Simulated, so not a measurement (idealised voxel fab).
process module | voxel fin reveal
cross-section cut | 240 nm wide | cells 5 nm
A cross-section is a grid of square cells, given in bands from the top down. A band is one or more rows of cells.
Each band's line starts with the height of the band's top and of its bottom, in nm. Then come its materials from left to right, each with its width in nm. One material with "throughout" fills the band from edge to edge. "air" is empty space.
Height 0 is the level under which the wafer as received is all one material. The lowest band goes on downwards, as in "0 down".
A width such as "30 to 40" changes by the same amount from each row of cells to the next, from the band's top row to its bottom row.
"no change" after a step means that no cell of the cross-section changed.
closed voids: empty space of 8 cells or more with no open way to the top, each as width x height at its distance from the left edge, in nm
after a step's settings: what the simulator itself notes on the step
overlay nm, on a step with a mask: how far to the right of its planned place the mask lay; to the left if negative
plan
1 op RECEIVE | material Si
2 op CONFORMAL_DEP | material SiN | thk nm 5
3 op PATTERN | tone cover | mask id FINS | material resist | width nm 15 | pitch nm 35 | thk nm 15 | overlay nm 0
4 op DIRECTIONAL_ETCH | etch materials SiN | depth nm 5
5 op DIRECTIONAL_ETCH | etch materials Si | depth nm 25
6 op STRIP | etch materials resist
7 op FILL_DEP | material SiO2 | thk nm 15
8 op CMP | height nm 5
9 op SELECTIVE_ETCH | etch materials SiO2 | depth nm 15
10 op STRIP | etch materials SiN
varied across the wafers: depth nm of step 5. The plan shows the first wafer's value. All wafers start alike
first wafer as received, after step 1
  0 down: Si throughout
  closed voids: none
each wafer at the end: cells of each material gained (+) or lost (-) since it was received, then its closed voids
depth nm 25 | -180 Si | +108 SiO2 | closed voids: none
depth nm 30 | -216 Si | +144 SiO2 | closed voids: none
depth nm 35 | -252 Si | +180 SiO2 | closed voids: none
depth nm 40 | -288 Si | +216 SiO2 | closed voids: none
depth nm 45 | -324 Si | +252 SiO2 | closed voids: none
depth nm 50 | -360 Si | +288 SiO2 | closed voids: none
